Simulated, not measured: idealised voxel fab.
Module name: voxel wiring stack (process module)
Section cut is 155 nm wide and gridded with 5 nm square cells.
A cross-section is a grid of square cells, given in bands from the top down. A band is one or more rows of cells. Top, bottom (nm), then materials left to right with widths (nm); lone material tagged "full width" fills the whole band edge to edge; "empty" = empty space. Counting heights begins at 0, where everything beneath is, in the wafer as received, one material. The lowest band has no bottom; it goes on downwards, as "0 and below" shows. You'd read "30..40" like this: the band's top row of cells is as wide as the first number, its bottom row is as wide as the second, and going down, every row changes width by the same amount as the row before did. Key: "identical to before" - step with no changed cell in the cross-section. "Enclosed voids" enumerates empty spaces isolated from the top, with no open way to it, that contain at least 8 cells, giving each as width x height at distance from the left edge, all three in nm. If you see something after the settings on a step's line, that's the simulator's own remark about that step. overlay nm, on a step with a mask: how far to the right of its planned place the mask lay; to the left if negative. Every pair from here on: before one process step, after it. The after cross-section reaches only to the lowest band that changed. Below the pair: the step in between and its settings. Pairs can belong to different runs of this module on the same starting wafer; a pair carries on from the pair above only if the entry headed "Ex-ante state" says so.
# Ex-ante state
	45 down to 40 | empty (10); SiN (40); empty (5); SiN (40); empty (5); SiN (40); empty (15)
	40 down to 35 | SiN (15); TiN (30); SiN (15); TiN (30); SiN (15); TiN (30); SiN (20)
	35 down to 10 | Ru full width
	10 down to 0 | SiO2 full width
	0 and below | Si full width
	Enclosed voids: none
# Post-Step Cross-Section
	50 down to 45 | SiO2 full width
	45 down to 40 | SiO2 (10); SiN (40); SiO2 (5); SiN (40); SiO2 (5); SiN (40); SiO2 (15)
	For the remainder of the cross-section, below 40, there is no change.
	Enclosed voids: none
In between the cross-sections above, the run called for FILL_DEP (material SiO2; thk nm 5)
Ex-ante state: For the state before this step, see the after cross-section of the pair located directly above.
# Post-Step Cross-Section
	40 down to 35 | SiN (15); TiN (30); SiN (15); TiN (30); SiN (15); TiN (30); SiN (20)
	For the remainder of the cross-section, below 35, there is no change.
	Enclosed voids: none
In between the cross-sections above, the run called for CMP (height nm 40)
Ex-ante state: For the state before this step, see the after cross-section of the pair located directly above.
# Post-Step Cross-Section
	45 down to 40 | SiCN full width
	For the remainder of the cross-section, below 40, there is no change.
	Enclosed voids: none
In between the cross-sections above, the run called for CONFORMAL_DEP (material SiCN; thk nm 5)
Ex-ante state: For the state before this step, see the after cross-section of the pair located directly above.
# Post-Step Cross-Section
	75 down to 45 | SiO2 full width
	For the remainder of the cross-section, below 45, there is no change.
	Enclosed voids: none
In between the cross-sections above, the run called for DIRECTIONAL_DEP (material SiO2; thk nm 30)
Ex-ante state: For the state before this step, see the after cross-section of the pair located directly above.
# Post-Step Cross-Section
	85 down to 75 | aC full width
	For the remainder of the cross-section, below 75, there is no change.
	Enclosed voids: none
In between the cross-sections above, the run called for DIRECTIONAL_DEP (material aC; thk nm 10)
Ex-ante state: For the state before this step, see the after cross-section of the pair located directly above.
# Post-Step Cross-Section
	110 down to 85 | resist (15); empty (15); resist (30); empty (15); resist (30); empty (15); resist (35)
	For the remainder of the cross-section, below 85, there is no change.
	Enclosed voids: none
In between the cross-sections above, the run called for PATTERN (tone open; mask id METAL_2_HOLES; material resist; width nm 15; pitch nm 45; thk nm 25; overlay nm 0)
Ex-ante state: For the state before this step, see the after cross-section of the pair located directly above.
# Post-Step Cross-Section
	100 down to 85 | resist (15); empty (15); resist (30); empty (15); resist (30); empty (15); resist (35)
	85 down to 75 | aC (15); empty (15); aC (30); empty (15); aC (30); empty (15); aC (35)
	For the remainder of the cross-section, below 75, there is no change.
	Enclosed voids: none
In between the cross-sections above, the run called for DIRECTIONAL_ETCH (etch materials aC; depth nm 10)
Ex-ante state: For the state before this step, see the after cross-section of the pair located directly above.
# Post-Step Cross-Section
	85 down to 75 | aC (15); empty (15); aC (30); empty (15); aC (30); empty (15); aC (35)
	For the remainder of the cross-section, below 75, there is no change.
	Enclosed voids: none
In between the cross-sections above, the run called for STRIP (etch materials resist)
Ex-ante state: For the state before this step, see the after cross-section of the pair located directly above.
# Post-Step Cross-Section
	85 down to 75 | aC (15); empty (15); aC (30); empty (15); aC (30); empty (15); aC (35)
	75 down to 45 | SiO2 (15); empty (15); SiO2 (30); empty (15); SiO2 (30); empty (15); SiO2 (35)
	For the remainder of the cross-section, below 45, there is no change.
	Enclosed voids: none
In between the cross-sections above, the run called for DIRECTIONAL_ETCH (etch materials SiO2; depth nm 30)
Ex-ante state: For the state before this step, see the after cross-section of the pair located directly above.
# Post-Step Cross-Section
	75 down to 45 | SiO2 (15); empty (15); SiO2 (30); empty (15); SiO2 (30); empty (15); SiO2 (35)
	For the remainder of the cross-section, below 45, there is no change.
	Enclosed voids: none
In between the cross-sections above, the run called for STRIP (etch materials aC)
Ex-ante state: For the state before this step, see the after cross-section of the pair located directly above.
# Post-Step Cross-Section
	90 down to 75 | aC (15); empty (15); aC (30); empty (15); aC (30); empty (15); aC (35)
	75 down to 60 | SiO2 (15); empty (15); SiO2 (30); empty (15); SiO2 (30); empty (15); SiO2 (35)
	60 down to 45 | SiO2 (15); aC (15); SiO2 (30); aC (15); SiO2 (30); aC (15); SiO2 (35)
	For the remainder of the cross-section, below 45, there is no change.
	Enclosed voids: none
In between the cross-sections above, the run called for DIRECTIONAL_DEP (material aC; thk nm 15)
Ex-ante state: For the state before this step, see the after cross-section of the pair located directly above.
# Post-Step Cross-Section
	125 down to 90 | resist (15); empty (30); resist (15); empty (30); resist (15); empty (30); resist (20)
	For the remainder of the cross-section, below 90, there is no change.
	Enclosed voids: none
In between the cross-sections above, the run called for PATTERN (tone open; mask id METAL_2; material resist; width nm 30; pitch nm 45; thk nm 35; overlay nm 0)
Ex-ante state: For the state before this step, see the after cross-section of the pair located directly above.
# Post-Step Cross-Section
	110 down to 90 | resist (15); empty (30); resist (15); empty (30); resist (15); empty (30); resist (20)
	90 down to 75 | aC (15); empty (30); aC (15); empty (30); aC (15); empty (30); aC (20)
	75 down to 45 | SiO2 (15); empty (15); SiO2 (30); empty (15); SiO2 (30); empty (15); SiO2 (35)
	For the remainder of the cross-section, below 45, there is no change.
	Enclosed voids: none
In between the cross-sections above, the run called for DIRECTIONAL_ETCH (etch materials aC; depth nm 15)
Ex-ante state: For the state before this step, see the after cross-section of the pair located directly above.
# Post-Step Cross-Section
	90 down to 75 | aC (15); empty (30); aC (15); empty (30); aC (15); empty (30); aC (20)
	For the remainder of the cross-section, below 75, there is no change.
	Enclosed voids: none
In between the cross-sections above, the run called for STRIP (etch materials resist)
Ex-ante state: For the state before this step, see the after cross-section of the pair located directly above.
# Post-Step Cross-Section
	90 down to 75 | aC (15); empty (30); aC (15); empty (30); aC (15); empty (30); aC (20)
	75 down to 60 | SiO2 (15); empty (30); SiO2 (15); empty (30); SiO2 (15); empty (30); SiO2 (20)
	For the remainder of the cross-section, below 60, there is no change.
	Enclosed voids: none
In between the cross-sections above, the run called for DIRECTIONAL_ETCH (etch materials SiO2; depth nm 15)
Ex-ante state: For the state before this step, see the after cross-section of the pair located directly above.
# Post-Step Cross-Section
	90 down to 75 | aC (15); empty (30); aC (15); empty (30); aC (15); empty (30); aC (20)
	75 down to 60 | SiO2 (15); empty (30); SiO2 (15); empty (30); SiO2 (15); empty (30); SiO2 (20)
	60 down to 45 | SiO2 (15); empty (15); SiO2 (30); empty (15); SiO2 (30); empty (15); SiO2 (35)
	45 down to 40 | SiCN (15); empty (15); SiCN (30); empty (15); SiCN (30); empty (15); SiCN (35)
	For the remainder of the cross-section, below 40, there is no change.
	Enclosed voids: none
In between the cross-sections above, the run called for DIRECTIONAL_ETCH (etch materials SiCN; depth nm 5)
Ex-ante state: For the state before this step, see the after cross-section of the pair located directly above.
# Post-Step Cross-Section
	75 down to 60 | SiO2 (15); empty (30); SiO2 (15); empty (30); SiO2 (15); empty (30); SiO2 (20)
	For the remainder of the cross-section, below 60, there is no change.
	Enclosed voids: none
In between the cross-sections above, the run called for STRIP (etch materials aC)
Ex-ante state: For the state before this step, see the after cross-section of the pair located directly above.
# Post-Step Cross-Section
	80 down to 75 | TiN (20); empty (20); TiN (25); empty (20); TiN (25); empty (20); TiN (25)
	75 down to 65 | SiO2 (15); TiN (5); empty (20); TiN (5); SiO2 (15); TiN (5); empty (20); TiN (5); SiO2 (15); TiN (5); empty (20); TiN (5); SiO2 (20)
	65 down to 60 | SiO2 (15); TiN (5); empty (5); TiN (20); SiO2 (15); TiN (5); empty (5); TiN (20); SiO2 (15); TiN (5); empty (5); TiN (20); SiO2 (20)
	60 down to 45 | SiO2 (15); TiN (5); empty (5); TiN (5); SiO2 (30); TiN (5); empty (5); TiN (5); SiO2 (30); TiN (5); empty (5); TiN (5); SiO2 (35)
	45 down to 40 | SiCN (15); TiN (15); SiCN (30); TiN (15); SiCN (30); TiN (15); SiCN (35)
	For the remainder of the cross-section, below 40, there is no change.
	Enclosed voids: none
In between the cross-sections above, the run called for CONFORMAL_DEP (material TiN; thk nm 5)
Ex-ante state: For the state before this step, see the after cross-section of the pair located directly above.
# Post-Step Cross-Section
	85 down to 80 | Cu full width
	80 down to 75 | TiN (20); Cu (20); TiN (25); Cu (20); TiN (25); Cu (20); TiN (25)
	75 down to 65 | SiO2 (15); TiN (5); Cu (20); TiN (5); SiO2 (15); TiN (5); Cu (20); TiN (5); SiO2 (15); TiN (5); Cu (20); TiN (5); SiO2 (20)
	65 down to 60 | SiO2 (15); TiN (5); Cu (5); TiN (20); SiO2 (15); TiN (5); Cu (5); TiN (20); SiO2 (15); TiN (5); Cu (5); TiN (20); SiO2 (20)
	60 down to 45 | SiO2 (15); TiN (5); Cu (5); TiN (5); SiO2 (30); TiN (5); Cu (5); TiN (5); SiO2 (30); TiN (5); Cu (5); TiN (5); SiO2 (35)
	For the remainder of the cross-section, below 45, there is no change.
	Enclosed voids: none
In between the cross-sections above, the run called for FILL_DEP (material Cu; thk nm 5)
Ex-ante state: For the state before this step, see the after cross-section of the pair located directly above.
# Post-Step Cross-Section
	75 down to 65 | SiO2 (15); TiN (5); Cu (20); TiN (5); SiO2 (15); TiN (5); Cu (20); TiN (5); SiO2 (15); TiN (5); Cu (20); TiN (5); SiO2 (20)
	For the remainder of the cross-section, below 65, there is no change.
	Enclosed voids: none
In between the cross-sections above, the run called for CMP (height nm 75)
Ex-ante state: For the state before this step, see the after cross-section of the pair located directly above.
# Post-Step Cross-Section
	80 down to 75 | SiCN full width
	For the remainder of the cross-section, below 75, there is no change.
	Enclosed voids: none
In between the cross-sections above, the run called for CONFORMAL_DEP (material SiCN; thk nm 5)
Ex-ante state: For the state before this step, see the after cross-section of the pair located directly above.
# Post-Step Cross-Section
	90 down to 80 | lowk full width
	For the remainder of the cross-section, below 80, there is no change.
	Enclosed voids: none
In between the cross-sections above, the run called for DIRECTIONAL_DEP (material lowk; thk nm 10)
Ex-ante state: For the state before this step, see the after cross-section of the pair located directly above.
# Post-Step Cross-Section
	105 down to 90 | aC full width
	For the remainder of the cross-section, below 90, there is no change.
	Enclosed voids: none
In between the cross-sections above, the run called for DIRECTIONAL_DEP (material aC; thk nm 15)
Ex-ante state: For the state before this step, see the after cross-section of the pair located directly above.
# Post-Step Cross-Section
	135 down to 105 | resist (15); empty (15); resist (30); empty (15); resist (30); empty (15); resist (35)
	For the remainder of the cross-section, below 105, there is no change.
	Enclosed voids: none
In between the cross-sections above, the run called for PATTERN (tone open; mask id PLUG_2; material resist; width nm 15; pitch nm 45; thk nm 30; overlay nm 0)
Ex-ante state: For the state before this step, see the after cross-section of the pair located directly above.
# Post-Step Cross-Section
	120 down to 105 | resist (15); empty (15); resist (30); empty (15); resist (30); empty (15); resist (35)
	105 down to 90 | aC (15); empty (15); aC (30); empty (15); aC (30); empty (15); aC (35)
	For the remainder of the cross-section, below 90, there is no change.
	Enclosed voids: none
In between the cross-sections above, the run called for DIRECTIONAL_ETCH (etch materials aC; depth nm 15)
Ex-ante state: For the state before this step, see the after cross-section of the pair located directly above.
# Post-Step Cross-Section
	105 down to 90 | aC (15); empty (15); aC (30); empty (15); aC (30); empty (15); aC (35)
	For the remainder of the cross-section, below 90, there is no change.
	Enclosed voids: none
In between the cross-sections above, the run called for STRIP (etch materials resist)
Ex-ante state: For the state before this step, see the after cross-section of the pair located directly above.
# Post-Step Cross-Section
	105 down to 90 | aC (15); empty (15); aC (30); empty (15); aC (30); empty (15); aC (35)
	90 down to 80 | lowk (15); empty (15); lowk (30); empty (15); lowk (30); empty (15); lowk (35)
	For the remainder of the cross-section, below 80, there is no change.
	Enclosed voids: none
In between the cross-sections above, the run called for DIRECTIONAL_ETCH (etch materials lowk; depth nm 10)
Ex-ante state: For the state before this step, see the after cross-section of the pair located directly above.
# Post-Step Cross-Section
	105 down to 90 | aC (15); empty (15); aC (30); empty (15); aC (30); empty (15); aC (35)
	90 down to 80 | lowk (15); empty (15); lowk (30); empty (15); lowk (30); empty (15); lowk (35)
	80 down to 75 | SiCN (15); empty (15); SiCN (30); empty (15); SiCN (30); empty (15); SiCN (35)
	For the remainder of the cross-section, below 75, there is no change.
	Enclosed voids: none
In between the cross-sections above, the run called for DIRECTIONAL_ETCH (etch materials SiCN; depth nm 5)
Ex-ante state: For the state before this step, see the after cross-section of the pair located directly above.
# Post-Step Cross-Section
	90 down to 80 | lowk (15); empty (15); lowk (30); empty (15); lowk (30); empty (15); lowk (35)
	For the remainder of the cross-section, below 80, there is no change.
	Enclosed voids: none
In between the cross-sections above, the run called for STRIP (etch materials aC)
Ex-ante state: For the state before this step, see the after cross-section of the pair located directly above.
# Post-Step Cross-Section
	95 down to 90 | TiN (20); empty (5); TiN (40); empty (5); TiN (40); empty (5); TiN (40)
	90 down to 80 | lowk (15); TiN (5); empty (5); TiN (5); lowk (30); TiN (5); empty (5); TiN (5); lowk (30); TiN (5); empty (5); TiN (5); lowk (35)
	80 down to 75 | SiCN (15); TiN (15); SiCN (30); TiN (15); SiCN (30); TiN (15); SiCN (35)
	For the remainder of the cross-section, below 75, there is no change.
	Enclosed voids: none
In between the cross-sections above, the run called for CONFORMAL_DEP (material TiN; thk nm 5)
Ex-ante state: For the state before this step, see the after cross-section of the pair located directly above.
# Post-Step Cross-Section
	100 down to 95 | Cu full width
	95 down to 90 | TiN (20); Cu (5); TiN (40); Cu (5); TiN (40); Cu (5); TiN (40)
	90 down to 80 | lowk (15); TiN (5); Cu (5); TiN (5); lowk (30); TiN (5); Cu (5); TiN (5); lowk (30); TiN (5); Cu (5); TiN (5); lowk (35)
	For the remainder of the cross-section, below 80, there is no change.
	Enclosed voids: none
In between the cross-sections above, the run called for FILL_DEP (material Cu; thk nm 5)
Ex-ante state: For the state before this step, see the after cross-section of the pair located directly above.
# Post-Step Cross-Section
	90 down to 80 | lowk (15); TiN (5); Cu (5); TiN (5); lowk (30); TiN (5); Cu (5); TiN (5); lowk (30); TiN (5); Cu (5); TiN (5); lowk (35)
	For the remainder of the cross-section, below 80, there is no change.
	Enclosed voids: none
In between the cross-sections above, the run called for CMP (height nm 90)
Ex-ante state: For the state before this step, see the after cross-section of the pair located directly above.
# Post-Step Cross-Section
	95 down to 90 | TiN full width
	For the remainder of the cross-section, below 90, there is no change.
	Enclosed voids: none
In between the cross-sections above, the run called for DIRECTIONAL_DEP (material TiN; thk nm 5)
Ex-ante state: For the state before this step, see the after cross-section of the pair located directly above.
# Post-Step Cross-Section
	115 down to 95 | W full width
	For the remainder of the cross-section, below 95, there is no change.
	Enclosed voids: none
In between the cross-sections above, the run called for DIRECTIONAL_DEP (material W; thk nm 20)
Ex-ante state: For the state before this step, see the after cross-section of the pair located directly above.
# Post-Step Cross-Section
	130 down to 115 | aC full width
	For the remainder of the cross-section, below 115, there is no change.
	Enclosed voids: none
In between the cross-sections above, the run called for DIRECTIONAL_DEP (material aC; thk nm 15)
Ex-ante state: For the state before this step, see the after cross-section of the pair located directly above.
# Post-Step Cross-Section
	160 down to 130 | empty (15); resist (30); empty (15); resist (30); empty (15); resist (30); empty (20)
	For the remainder of the cross-section, below 130, there is no change.
	Enclosed voids: none
In between the cross-sections above, the run called for PATTERN (tone cover; mask id METAL_3; material resist; width nm 30; pitch nm 45; thk nm 30; overlay nm 0)
Ex-ante state: For the state before this step, see the after cross-section of the pair located directly above.
# Post-Step Cross-Section
	145 down to 130 | empty (15); resist (30); empty (15); resist (30); empty (15); resist (30); empty (20)
	130 down to 115 | empty (15); aC (30); empty (15); aC (30); empty (15); aC (30); empty (20)
	For the remainder of the cross-section, below 115, there is no change.
	Enclosed voids: none
In between the cross-sections above, the run called for DIRECTIONAL_ETCH (etch materials aC; depth nm 15)
Ex-ante state: For the state before this step, see the after cross-section of the pair located directly above.
# Post-Step Cross-Section
	130 down to 115 | empty (15); aC (30); empty (15); aC (30); empty (15); aC (30); empty (20)
	For the remainder of the cross-section, below 115, there is no change.
	Enclosed voids: none
In between the cross-sections above, the run called for STRIP (etch materials resist)
Ex-ante state: For the state before this step, see the after cross-section of the pair located directly above.
# Post-Step Cross-Section
	130 down to 115 | empty (15); aC (30); empty (15); aC (30); empty (15); aC (30); empty (20)
	115 down to 95 | empty (15); W (30); empty (15); W (30); empty (15); W (30); empty (20)
	For the remainder of the cross-section, below 95, there is no change.
	Enclosed voids: none
In between the cross-sections above, the run called for DIRECTIONAL_ETCH (etch materials W; depth nm 20)
Ex-ante state: For the state before this step, see the after cross-section of the pair located directly above.
# Post-Step Cross-Section
	130 down to 115 | empty (15); aC (30); empty (15); aC (30); empty (15); aC (30); empty (20)
	115 down to 95 | empty (15); W (30); empty (15); W (30); empty (15); W (30); empty (20)
	95 down to 90 | empty (15); TiN (30); empty (15); TiN (30); empty (15); TiN (30); empty (20)
	For the remainder of the cross-section, below 90, there is no change.
	Enclosed voids: none
In between the cross-sections above, the run called for DIRECTIONAL_ETCH (etch materials TiN; depth nm 5)
Ex-ante state: For the state before this step, see the after cross-section of the pair located directly above.
# Post-Step Cross-Section
	115 down to 95 | empty (15); W (30); empty (15); W (30); empty (15); W (30); empty (20)
	For the remainder of the cross-section, below 95, there is no change.
	Enclosed voids: none
In between the cross-sections above, the run called for STRIP (etch materials aC)
Ex-ante state: For the state before this step, see the after cross-section of the pair located directly above.
# Post-Step Cross-Section
	120 down to 115 | empty (10); SiN (40); empty (5); SiN (40); empty (5); SiN (40); empty (15)
	115 down to 95 | empty (10); SiN (5); W (30); SiN (5); empty (5); SiN (5); W (30); SiN (5); empty (5); SiN (5); W (30); SiN (5); empty (15)
	95 down to 90 | SiN (15); TiN (30); SiN (15); TiN (30); SiN (15); TiN (30); SiN (20)
	For the remainder of the cross-section, below 90, there is no change.
	Enclosed voids: none
In between the cross-sections above, the run called for CONFORMAL_DEP (material SiN; thk nm 5)
Ex-ante state: For the state before this step, see the after cross-section of the pair located directly above.
# Post-Step Cross-Section
	125 down to 120 | lowk full width
	120 down to 115 | lowk (10); SiN (40); lowk (5); SiN (40); lowk (5); SiN (40); lowk (15)
	115 down to 95 | lowk (10); SiN (5); W (30); SiN (5); lowk (5); SiN (5); W (30); SiN (5); lowk (5); SiN (5); W (30); SiN (5); lowk (15)
	For the remainder of the cross-section, below 95, there is no change.
	Enclosed voids: none
In between the cross-sections above, the run called for FILL_DEP (material lowk; thk nm 5)
Ex-ante state: For the state before this step, see the after cross-section of the pair located directly above.
# Post-Step Cross-Section
	115 down to 95 | lowk (10); SiN (5); W (30); SiN (5); lowk (5); SiN (5); W (30); SiN (5); lowk (5); SiN (5); W (30); SiN (5); lowk (15)
	For the remainder of the cross-section, below 95, there is no change.
	Enclosed voids: none
In between the cross-sections above, the run called for CMP (height nm 115)
Ex-ante state: For the state before this step, see the after cross-section of the pair located directly above.
# Post-Step Cross-Section
	120 down to 115 | SiN full width
	For the remainder of the cross-section, below 115, there is no change.
	Enclosed voids: none
In between the cross-sections above, the run called for CONFORMAL_DEP (material SiN; thk nm 5)
# Ex-ante state
	100 down to 95 | Cu full width
	95 down to 90 | TiN (20); Cu (5); TiN (40); Cu (5); TiN (40); Cu (5); TiN (40)
	90 down to 80 | lowk (15); TiN (5); Cu (5); TiN (5); lowk (30); TiN (5); Cu (5); TiN (5); lowk (30); TiN (5); Cu (5); TiN (5); lowk (35)
	80 down to 75 | SiCN (15); TiN (15); SiCN (30); TiN (15); SiCN (30); TiN (15); SiCN (35)
	75 down to 65 | SiO2 (15); TiN (5); Cu (20); TiN (5); SiO2 (15); TiN (5); Cu (20); TiN (5); SiO2 (15); TiN (5); Cu (20); TiN (5); SiO2 (20)
	65 down to 60 | SiO2 (15); TiN (5); Cu (5); TiN (20); SiO2 (15); TiN (5); Cu (5); TiN (20); SiO2 (15); TiN (5); Cu (5); TiN (20); SiO2 (20)
	60 down to 45 | SiO2 (15); TiN (5); Cu (5); TiN (5); SiO2 (30); TiN (5); Cu (5); TiN (5); SiO2 (30); TiN (5); Cu (5); TiN (5); SiO2 (35)
	45 down to 40 | SiCN (15); TiN (15); SiCN (30); TiN (15); SiCN (30); TiN (15); SiCN (35)
	40 down to 15 | SiO2 (10); SiN (5); Ru (30); SiN (5); SiO2 (5); SiN (5); Ru (30); SiN (5); SiO2 (5); SiN (5); Ru (30); SiN (5); SiO2 (15)
	15 down to 10 | SiN (15); TiN (30); SiN (15); TiN (30); SiN (15); TiN (30); SiN (20)
	10 down to 0 | SiO2 full width
	0 and below | Si full width
	Enclosed voids: none
# Post-Step Cross-Section
	80 down to 75 | SiCN (15); TiN (15); SiCN (30); TiN (15); SiCN (30); TiN (15); SiCN (35)
	For the remainder of the cross-section, below 75, there is no change.
	Enclosed voids: none
In between the cross-sections above, the run called for CMP (height nm 80)
Ex-ante state: For the state before this step, see the after cross-section of the pair located directly above.
# Post-Step Cross-Section
	85 down to 80 | TiN full width
	For the remainder of the cross-section, below 80, there is no change.
	Enclosed voids: none
In between the cross-sections above, the run called for DIRECTIONAL_DEP (material TiN; thk nm 5)
Ex-ante state: For the state before this step, see the after cross-section of the pair located directly above.
# Post-Step Cross-Section
	105 down to 85 | W full width
	For the remainder of the cross-section, below 85, there is no change.
	Enclosed voids: none
In between the cross-sections above, the run called for DIRECTIONAL_DEP (material W; thk nm 20)
Ex-ante state: For the state before this step, see the after cross-section of the pair located directly above.
# Post-Step Cross-Section
	120 down to 105 | aC full width
	For the remainder of the cross-section, below 105, there is no change.
	Enclosed voids: none
In between the cross-sections above, the run called for DIRECTIONAL_DEP (material aC; thk nm 15)
Ex-ante state: For the state before this step, see the after cross-section of the pair located directly above.
# Post-Step Cross-Section
	150 down to 120 | empty (15); resist (30); empty (15); resist (30); empty (15); resist (30); empty (20)
	For the remainder of the cross-section, below 120, there is no change.
	Enclosed voids: none
In between the cross-sections above, the run called for PATTERN (tone cover; mask id METAL_3; material resist; width nm 30; pitch nm 45; thk nm 30; overlay nm 0)
Ex-ante state: For the state before this step, see the after cross-section of the pair located directly above.
# Post-Step Cross-Section
	135 down to 120 | empty (15); resist (30); empty (15); resist (30); empty (15); resist (30); empty (20)
	120 down to 105 | empty (15); aC (30); empty (15); aC (30); empty (15); aC (30); empty (20)
	For the remainder of the cross-section, below 105, there is no change.
	Enclosed voids: none
In between the cross-sections above, the run called for DIRECTIONAL_ETCH (etch materials aC; depth nm 15)
Ex-ante state: For the state before this step, see the after cross-section of the pair located directly above.
# Post-Step Cross-Section
	120 down to 105 | empty (15); aC (30); empty (15); aC (30); empty (15); aC (30); empty (20)
	For the remainder of the cross-section, below 105, there is no change.
	Enclosed voids: none
In between the cross-sections above, the run called for STRIP (etch materials resist)
Ex-ante state: For the state before this step, see the after cross-section of the pair located directly above.
# Post-Step Cross-Section
	120 down to 105 | empty (15); aC (30); empty (15); aC (30); empty (15); aC (30); empty (20)
	105 down to 85 | empty (15); W (30); empty (15); W (30); empty (15); W (30); empty (20)
	For the remainder of the cross-section, below 85, there is no change.
	Enclosed voids: none
In between the cross-sections above, the run called for DIRECTIONAL_ETCH (etch materials W; depth nm 20)
Ex-ante state: For the state before this step, see the after cross-section of the pair located directly above.
# Post-Step Cross-Section
	120 down to 105 | empty (15); aC (30); empty (15); aC (30); empty (15); aC (30); empty (20)
	105 down to 85 | empty (15); W (30); empty (15); W (30); empty (15); W (30); empty (20)
	85 down to 80 | empty (15); TiN (30); empty (15); TiN (30); empty (15); TiN (30); empty (20)
	For the remainder of the cross-section, below 80, there is no change.
	Enclosed voids: none
In between the cross-sections above, the run called for DIRECTIONAL_ETCH (etch materials TiN; depth nm 5)
Ex-ante state: For the state before this step, see the after cross-section of the pair located directly above.
# Post-Step Cross-Section
	105 down to 85 | empty (15); W (30); empty (15); W (30); empty (15); W (30); empty (20)
	For the remainder of the cross-section, below 85, there is no change.
	Enclosed voids: none
In between the cross-sections above, the run called for STRIP (etch materials aC)
Ex-ante state: For the state before this step, see the after cross-section of the pair located directly above.
# Post-Step Cross-Section
	110 down to 105 | empty (10); SiN (40); empty (5); SiN (40); empty (5); SiN (40); empty (15)
	105 down to 85 | empty (10); SiN (5); W (30); SiN (5); empty (5); SiN (5); W (30); SiN (5); empty (5); SiN (5); W (30); SiN (5); empty (15)
	85 down to 80 | SiN (15); TiN (30); SiN (15); TiN (30); SiN (15); TiN (30); SiN (20)
	For the remainder of the cross-section, below 80, there is no change.
	Enclosed voids: none
In between the cross-sections above, the run called for CONFORMAL_DEP (material SiN; thk nm 5)
Ex-ante state: For the state before this step, see the after cross-section of the pair located directly above.
# Post-Step Cross-Section
	115 down to 110 | lowk full width
	110 down to 105 | lowk (10); SiN (40); lowk (5); SiN (40); lowk (5); SiN (40); lowk (15)
	105 down to 85 | lowk (10); SiN (5); W (30); SiN (5); lowk (5); SiN (5); W (30); SiN (5); lowk (5); SiN (5); W (30); SiN (5); lowk (15)
	For the remainder of the cross-section, below 85, there is no change.
	Enclosed voids: none
In between the cross-sections above, the run called for FILL_DEP (material lowk; thk nm 5)
Ex-ante state: For the state before this step, see the after cross-section of the pair located directly above.
# Post-Step Cross-Section
	120 down to 115 | SiN full width
	For the remainder of the cross-section, below 115, there is no change.
	Enclosed voids: none
In between the cross-sections above, the run called for CONFORMAL_DEP (material SiN; thk nm 5)
# Ex-ante state
	90 down to 75 | aC (15); empty (15); aC (30); empty (15); aC (30); empty (15); aC (35)
	75 down to 60 | SiO2 (15); empty (15); SiO2 (30); empty (15); SiO2 (30); empty (15); SiO2 (35)
	60 down to 45 | SiO2 (15); aC (15); SiO2 (30); aC (15); SiO2 (30); aC (15); SiO2 (35)
	45 down to 40 | SiCN full width
	40 down to 15 | SiO2 (10); SiN (5); Ru (30); SiN (5); SiO2 (5); SiN (5); Ru (30); SiN (5); SiO2 (5); SiN (5); Ru (30); SiN (5); SiO2 (15)
	15 down to 10 | SiN (15); TiN (30); SiN (15); TiN (30); SiN (15); TiN (30); SiN (20)
	10 down to 0 | SiO2 full width
	0 and below | Si full width
	Enclosed voids: none
# Post-Step Cross-Section
	125 down to 90 | resist (20); empty (20); resist (25); empty (20); resist (25); empty (20); resist (25)
	90 down to 75 | aC (15); resist (5); empty (10); aC (30); resist (5); empty (10); aC (30); resist (5); empty (10); aC (35)
	75 down to 60 | SiO2 (15); resist (5); empty (10); SiO2 (30); resist (5); empty (10); SiO2 (30); resist (5); empty (10); SiO2 (35)
	For the remainder of the cross-section, below 60, there is no change.
	Enclosed voids: none
In between the cross-sections above, the run called for PATTERN (tone open; mask id METAL_2; material resist; width nm 20; pitch nm 45; thk nm 35; overlay nm 0)
Ex-ante state: For the state before this step, see the after cross-section of the pair located directly above.
# Post-Step Cross-Section
	110 down to 90 | resist (20); empty (20); resist (25); empty (20); resist (25); empty (20); resist (25)
	90 down to 75 | aC (15); resist (5); empty (20); aC (20); resist (5); empty (20); aC (20); resist (5); empty (20); aC (25)
	75 down to 60 | SiO2 (15); resist (5); empty (10); SiO2 (30); resist (5); empty (10); SiO2 (30); resist (5); empty (10); SiO2 (35)
	60 down to 45 | SiO2 (15); aC (5); empty (10); SiO2 (30); aC (5); empty (10); SiO2 (30); aC (5); empty (10); SiO2 (35)
	For the remainder of the cross-section, below 45, there is no change.
	Enclosed voids: none
In between the cross-sections above, the run called for DIRECTIONAL_ETCH (etch materials aC; depth nm 15)
Ex-ante state: For the state before this step, see the after cross-section of the pair located directly above.
# Post-Step Cross-Section
	90 down to 75 | aC (15); empty (25); aC (20); empty (25); aC (20); empty (25); aC (25)
	75 down to 60 | SiO2 (15); empty (15); SiO2 (30); empty (15); SiO2 (30); empty (15); SiO2 (35)
	For the remainder of the cross-section, below 60, there is no change.
	Enclosed voids: none
In between the cross-sections above, the run called for STRIP (etch materials resist)
Ex-ante state: For the state before this step, see the after cross-section of the pair located directly above.
# Post-Step Cross-Section
	90 down to 75 | aC (15); empty (25); aC (20); empty (25); aC (20); empty (25); aC (25)
	75 down to 60 | SiO2 (15); empty (25); SiO2 (20); empty (25); SiO2 (20); empty (25); SiO2 (25)
	For the remainder of the cross-section, below 60, there is no change.
	Enclosed voids: none
In between the cross-sections above, the run called for DIRECTIONAL_ETCH (etch materials SiO2; depth nm 15)
Ex-ante state: For the state before this step, see the after cross-section of the pair located directly above.
# Post-Step Cross-Section
	90 down to 75 | aC (15); empty (25); aC (20); empty (25); aC (20); empty (25); aC (25)
	75 down to 60 | SiO2 (15); empty (25); SiO2 (20); empty (25); SiO2 (20); empty (25); SiO2 (25)
	60 down to 45 | SiO2 (15); aC (5); empty (10); SiO2 (30); aC (5); empty (10); SiO2 (30); aC (5); empty (10); SiO2 (35)
	45 down to 40 | SiCN (20); empty (10); SiCN (35); empty (10); SiCN (35); empty (10); SiCN (35)
	For the remainder of the cross-section, below 40, there is no change.
	Enclosed voids: none
In between the cross-sections above, the run called for DIRECTIONAL_ETCH (etch materials SiCN; depth nm 5)
Ex-ante state: For the state before this step, see the after cross-section of the pair located directly above.
# Post-Step Cross-Section
	75 down to 60 | SiO2 (15); empty (25); SiO2 (20); empty (25); SiO2 (20); empty (25); SiO2 (25)
	60 down to 45 | SiO2 (15); empty (15); SiO2 (30); empty (15); SiO2 (30); empty (15); SiO2 (35)
	For the remainder of the cross-section, below 45, there is no change.
	Enclosed voids: none
In between the cross-sections above, the run called for STRIP (etch materials aC)
